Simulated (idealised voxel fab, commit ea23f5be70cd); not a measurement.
The name of this process module is voxel wiring stack.
Shown is cross-section cut, with a width of 220 nm and square cells of size 5 nm.
This document writes a cross-section as a grid whose cells are square, and gives it as bands, listed from the top down; one or more rows of cells form a band.
A band entry consists of two parts. The first gives the height of the band's top and the height of its bottom, in nm. The rest lists the band's materials from left to right, each with its width in nm. A single material labelled with the word "everywhere" fills the band from edge to edge, and the word "blank" marks empty space.
Heights are measured from 0, the level below which the as-received wafer is all one material; the lowest band has no bottom and continues downward, written as in "0 nm and below".
When a width is written as two numbers, as in "30..40", the first number is the width in the top row of cells of the band and the second is the width in its bottom row, and the width changes by the same amount from each row to the next.
The designation "remained the same", where it is given for a processing step, indicates that no cell of the cross-section was altered in the course of that step.
Reported under the label "Sealed void list" are the empty spaces having no open way to the top and comprising 8 cells or more; the notation for each is width x height at distance, in which the distance is measured from the left edge and all three values are in nm.
If you see something after the settings on a step's line, that's the simulator's own remark about that step.
"overlay nm", when on a step's line for a step with a mask, measures how far to the right of its planned place the mask lay; a negative measure means to the left.
So here's the lineup of process steps we planned:
1,RECEIVE: material Si
2,CONFORMAL_DEP: material SiO2, thk nm 15
3,CONFORMAL_DEP: material SiN, thk nm 5
4,DIRECTIONAL_DEP: material SiO2, thk nm 15
5,DIRECTIONAL_DEP: material aC, thk nm 15
6,PATTERN: tone open, mask id METAL_1, material resist, width nm 30, pitch nm 45, thk nm 30, overlay nm 0
7,DIRECTIONAL_ETCH: etch materials aC, depth nm 15
8,STRIP: etch materials resist
9,DIRECTIONAL_ETCH: etch materials SiO2, depth nm 15
10,DIRECTIONAL_ETCH: etch materials SiN, depth nm 5
11,STRIP: etch materials aC
12,CONFORMAL_DEP: material TiN, thk nm 5
13,FILL_DEP: material Cu, thk nm 5
14,CMP: height nm 35
15,EPI: material Ru, thk nm 5
16,FILL_DEP: material SiCN, thk nm 5
17,DIRECTIONAL_DEP: material SiO2, thk nm 30
18,DIRECTIONAL_DEP: material aC, thk nm 10
19,PATTERN: tone open, mask id METAL_2, material resist, width nm 30, pitch nm 45, thk nm 25, overlay nm 0
20,DIRECTIONAL_ETCH: etch materials aC, depth nm 10
21,STRIP: etch materials resist
22,DIRECTIONAL_ETCH: etch materials SiO2, depth nm 20
23,STRIP: etch materials aC
24,DIRECTIONAL_DEP: material aC, thk nm 10
25,PATTERN: tone open, mask id METAL_2_HOLES, material resist, width nm 15, pitch nm 45, thk nm 30, overlay nm 0
26,DIRECTIONAL_ETCH: etch materials aC, depth nm 10
27,STRIP: etch materials resist
28,DIRECTIONAL_ETCH: etch materials SiO2, depth nm 10
29,DIRECTIONAL_ETCH: etch materials SiCN, depth nm 5
30,STRIP: etch materials aC
31,CONFORMAL_DEP: material TiN, thk nm 5
32,FILL_DEP: material Cu, thk nm 5
33,CMP: height nm 75
34,CONFORMAL_DEP: material SiCN, thk nm 5
35,DIRECTIONAL_DEP: material lowk, thk nm 30
36,DIRECTIONAL_DEP: material aC, thk nm 10
37,PATTERN: tone open, mask id METAL_3_HOLES, material resist, width nm 15, pitch nm 90, thk nm 25, overlay nm 0
38,DIRECTIONAL_ETCH: etch materials aC, depth nm 10
39,STRIP: etch materials resist
40,DIRECTIONAL_ETCH: etch materials lowk, depth nm 30
41,STRIP: etch materials aC
42,PATTERN: tone open, mask id METAL_3, material resist, width nm 30, pitch nm 45, thk nm 20, overlay nm 0
43,DIRECTIONAL_ETCH: etch materials lowk, depth nm 20
44,DIRECTIONAL_ETCH: etch materials SiCN, depth nm 5
45,STRIP: etch materials resist
46,CONFORMAL_DEP: material TiN, thk nm 5
47,FILL_DEP: material Ru, thk nm 5
48,CMP: height nm 110
49,CONFORMAL_DEP: material SiCN, thk nm 5
50,DIRECTIONAL_DEP: material lowk, thk nm 15
51,DIRECTIONAL_DEP: material aC, thk nm 15
52,PATTERN: tone open, mask id PLUG_3, material resist, width nm 15, pitch nm 45, thk nm 30, overlay nm 0
53,DIRECTIONAL_ETCH: etch materials aC, depth nm 15
54,STRIP: etch materials resist
55,DIRECTIONAL_ETCH: etch materials lowk, depth nm 15
56,DIRECTIONAL_ETCH: etch materials SiCN, depth nm 5
57,STRIP: etch materials aC
58,CONFORMAL_DEP: material TiN, thk nm 5
59,FILL_DEP: material W, thk nm 5
60,CMP: height nm 130
61,DIRECTIONAL_DEP: material TiN, thk nm 5
62,DIRECTIONAL_DEP: material W, thk nm 25
63,PATTERN: tone cover, mask id METAL_4, material resist, width nm 30, pitch nm 45, thk nm 15, overlay nm -10
64,DIRECTIONAL_ETCH: etch materials W, depth nm 25
65,DIRECTIONAL_ETCH: etch materials TiN, depth nm 5
66,STRIP: etch materials resist
67,FILL_DEP: material SiO2, thk nm 10
68,CMP: height nm 160
69,CONFORMAL_DEP: material SiN, thk nm 5
Don't read the plan's overlay nm for step 63 as applying to every wafer: that's the first wafer's value, and the wafers differ in it, though they all start identical.
Incoming state of the first of several wafers in cross-section: after step 1:
- 0 nm and below = Si everywhere
- Sealed void list: none
The cross-section of the first of several wafers is given below for the end of the module, after its final step, step 69:
- 165 nm to 160 nm = SiN everywhere
- 160 nm to 135 nm = 15 of SiO2, then 30 of W, then 15 of SiO2, then 30 of W, then 15 of SiO2, then 30 of W, then 15 of SiO2, then 30 of W, then 40 of SiO2
- 135 nm to 130 nm = 15 of SiO2, then 30 of TiN, then 15 of SiO2, then 30 of TiN, then 15 of SiO2, then 30 of TiN, then 15 of SiO2, then 30 of TiN, then 40 of SiO2
- 130 nm to 115 nm = 25 of lowk, then 5 of TiN, then 5 of W, then 5 of TiN, then 30 of lowk, then 5 of TiN, then 5 of W, then 5 of TiN, then 30 of lowk, then 5 of TiN, then 5 of W, then 5 of TiN, then 30 of lowk, then 5 of TiN, then 5 of W, then 5 of TiN, then 45 of lowk
- 115 nm to 110 nm = 25 of SiCN, then 15 of TiN, then 30 of SiCN, then 15 of TiN, then 30 of SiCN, then 15 of TiN, then 30 of SiCN, then 15 of TiN, then 45 of SiCN
- 110 nm to 95 nm = 25 of lowk, then 5 of TiN, then 20 of Ru, then 5 of TiN, then 15 of lowk, then 5 of TiN, then 20 of Ru, then 5 of TiN, then 15 of lowk, then 5 of TiN, then 20 of Ru, then 5 of TiN, then 15 of lowk, then 5 of TiN, then 20 of Ru, then 5 of TiN, then 30 of lowk
- 95 nm to 90 nm = 25 of lowk, then 5 of TiN, then 5 of Ru, then 20 of TiN, then 15 of lowk, then 30 of TiN, then 15 of lowk, then 5 of TiN, then 5 of Ru, then 20 of TiN, then 15 of lowk, then 30 of TiN, then 30 of lowk
- 90 nm to 80 nm = 25 of lowk, then 5 of TiN, then 5 of Ru, then 5 of TiN, then 75 of lowk, then 5 of TiN, then 5 of Ru, then 5 of TiN, then 90 of lowk
- 80 nm to 75 nm = 25 of SiCN, then 15 of TiN, then 75 of SiCN, then 15 of TiN, then 90 of SiCN
- 75 nm to 60 nm = 25 of SiO2, then 5 of TiN, then 20 of Cu, then 5 of TiN, then 15 of SiO2, then 5 of TiN, then 20 of Cu, then 5 of TiN, then 15 of SiO2, then 5 of TiN, then 20 of Cu, then 5 of TiN, then 15 of SiO2, then 5 of TiN, then 20 of Cu, then 5 of TiN, then 30 of SiO2
- 60 nm to 55 nm = 25 of SiO2, then 5 of TiN, then 5 of Cu, then 20 of TiN, then 15 of SiO2, then 5 of TiN, then 5 of Cu, then 20 of TiN, then 15 of SiO2, then 5 of TiN, then 5 of Cu, then 20 of TiN, then 15 of SiO2, then 5 of TiN, then 5 of Cu, then 20 of TiN, then 30 of SiO2
- 55 nm to 45 nm = 25 of SiO2, then 5 of TiN, then 5 of Cu, then 5 of TiN, then 30 of SiO2, then 5 of TiN, then 5 of Cu, then 5 of TiN, then 30 of SiO2, then 5 of TiN, then 5 of Cu, then 5 of TiN, then 30 of SiO2, then 5 of TiN, then 5 of Cu, then 5 of TiN, then 45 of SiO2
- 45 nm to 40 nm = 25 of SiCN, then 15 of TiN, then 30 of SiCN, then 15 of TiN, then 30 of SiCN, then 15 of TiN, then 30 of SiCN, then 15 of TiN, then 45 of SiCN
- 40 nm to 35 nm = 20 of SiCN, then 40 of Ru, then 5 of SiCN, then 40 of Ru, then 5 of SiCN, then 40 of Ru, then 5 of SiCN, then 40 of Ru, then 25 of SiCN
- 35 nm to 20 nm = 25 of SiO2, then 5 of TiN, then 20 of Cu, then 5 of TiN, then 15 of SiO2, then 5 of TiN, then 20 of Cu, then 5 of TiN, then 15 of SiO2, then 5 of TiN, then 20 of Cu, then 5 of TiN, then 15 of SiO2, then 5 of TiN, then 20 of Cu, then 5 of TiN, then 30 of SiO2
- 20 nm to 15 nm = 25 of SiN, then 30 of TiN, then 15 of SiN, then 30 of TiN, then 15 of SiN, then 30 of TiN, then 15 of SiN, then 30 of TiN, then 30 of SiN
- 15 nm to 0 nm = SiO2 everywhere
- 0 nm and below = Si everywhere
- Sealed void list: none
The module's end: a cross-section of the last wafer:
- 165 nm to 160 nm = SiN everywhere
- 160 nm to 135 nm = 40 of SiO2, then 30 of W, then 15 of SiO2, then 30 of W, then 15 of SiO2, then 30 of W, then 15 of SiO2, then 30 of W, then 15 of SiO2
- 135 nm to 130 nm = 40 of SiO2, then 30 of TiN, then 15 of SiO2, then 30 of TiN, then 15 of SiO2, then 30 of TiN, then 15 of SiO2, then 30 of TiN, then 15 of SiO2
- 130 nm to 115 nm = 25 of lowk, then 5 of TiN, then 5 of W, then 5 of TiN, then 30 of lowk, then 5 of TiN, then 5 of W, then 5 of TiN, then 30 of lowk, then 5 of TiN, then 5 of W, then 5 of TiN, then 30 of lowk, then 5 of TiN, then 5 of W, then 5 of TiN, then 45 of lowk
- 115 nm to 110 nm = 25 of SiCN, then 15 of TiN, then 30 of SiCN, then 15 of TiN, then 30 of SiCN, then 15 of TiN, then 30 of SiCN, then 15 of TiN, then 45 of SiCN
- 110 nm to 95 nm = 25 of lowk, then 5 of TiN, then 20 of Ru, then 5 of TiN, then 15 of lowk, then 5 of TiN, then 20 of Ru, then 5 of TiN, then 15 of lowk, then 5 of TiN, then 20 of Ru, then 5 of TiN, then 15 of lowk, then 5 of TiN, then 20 of Ru, then 5 of TiN, then 30 of lowk
- 95 nm to 90 nm = 25 of lowk, then 5 of TiN, then 5 of Ru, then 20 of TiN, then 15 of lowk, then 30 of TiN, then 15 of lowk, then 5 of TiN, then 5 of Ru, then 20 of TiN, then 15 of lowk, then 30 of TiN, then 30 of lowk
- 90 nm to 80 nm = 25 of lowk, then 5 of TiN, then 5 of Ru, then 5 of TiN, then 75 of lowk, then 5 of TiN, then 5 of Ru, then 5 of TiN, then 90 of lowk
- 80 nm to 75 nm = 25 of SiCN, then 15 of TiN, then 75 of SiCN, then 15 of TiN, then 90 of SiCN
- 75 nm to 60 nm = 25 of SiO2, then 5 of TiN, then 20 of Cu, then 5 of TiN, then 15 of SiO2, then 5 of TiN, then 20 of Cu, then 5 of TiN, then 15 of SiO2, then 5 of TiN, then 20 of Cu, then 5 of TiN, then 15 of SiO2, then 5 of TiN, then 20 of Cu, then 5 of TiN, then 30 of SiO2
- 60 nm to 55 nm = 25 of SiO2, then 5 of TiN, then 5 of Cu, then 20 of TiN, then 15 of SiO2, then 5 of TiN, then 5 of Cu, then 20 of TiN, then 15 of SiO2, then 5 of TiN, then 5 of Cu, then 20 of TiN, then 15 of SiO2, then 5 of TiN, then 5 of Cu, then 20 of TiN, then 30 of SiO2
- 55 nm to 45 nm = 25 of SiO2, then 5 of TiN, then 5 of Cu, then 5 of TiN, then 30 of SiO2, then 5 of TiN, then 5 of Cu, then 5 of TiN, then 30 of SiO2, then 5 of TiN, then 5 of Cu, then 5 of TiN, then 30 of SiO2, then 5 of TiN, then 5 of Cu, then 5 of TiN, then 45 of SiO2
- 45 nm to 40 nm = 25 of SiCN, then 15 of TiN, then 30 of SiCN, then 15 of TiN, then 30 of SiCN, then 15 of TiN, then 30 of SiCN, then 15 of TiN, then 45 of SiCN
- 40 nm to 35 nm = 20 of SiCN, then 40 of Ru, then 5 of SiCN, then 40 of Ru, then 5 of SiCN, then 40 of Ru, then 5 of SiCN, then 40 of Ru, then 25 of SiCN
- 35 nm to 20 nm = 25 of SiO2, then 5 of TiN, then 20 of Cu, then 5 of TiN, then 15 of SiO2, then 5 of TiN, then 20 of Cu, then 5 of TiN, then 15 of SiO2, then 5 of TiN, then 20 of Cu, then 5 of TiN, then 15 of SiO2, then 5 of TiN, then 20 of Cu, then 5 of TiN, then 30 of SiO2
- 20 nm to 15 nm = 25 of SiN, then 30 of TiN, then 15 of SiN, then 30 of TiN, then 15 of SiN, then 30 of TiN, then 15 of SiN, then 30 of TiN, then 30 of SiN
- 15 nm to 0 nm = SiO2 everywhere
- 0 nm and below = Si everywhere
- Sealed void list: none
Per wafer, end of module: cells gained (+) or lost (-) per material since receipt, then closed voids:
overlay nm -10, +108 Cu, +86 Ru, +114 SiCN, +64 SiN, +456 SiO2, +240 TiN, +132 W, +252 lowk, Sealed void list: none
overlay nm -5, +108 Cu, +86 Ru, +114 SiCN, +64 SiN, +456 SiO2, +240 TiN, +132 W, +252 lowk, Sealed void list: none
overlay nm 0, +108 Cu, +86 Ru, +114 SiCN, +64 SiN, +456 SiO2, +240 TiN, +132 W, +252 lowk, Sealed void list: none
overlay nm 5, +108 Cu, +86 Ru, +114 SiCN, +64 SiN, +456 SiO2, +240 TiN, +132 W, +252 lowk, Sealed void list: none
overlay nm 10, +108 Cu, +86 Ru, +114 SiCN, +64 SiN, +456 SiO2, +240 TiN, +132 W, +252 lowk, Sealed void list: none
overlay nm 15, +108 Cu, +86 Ru, +114 SiCN, +64 SiN, +456 SiO2, +240 TiN, +132 W, +252 lowk, Sealed void list: none
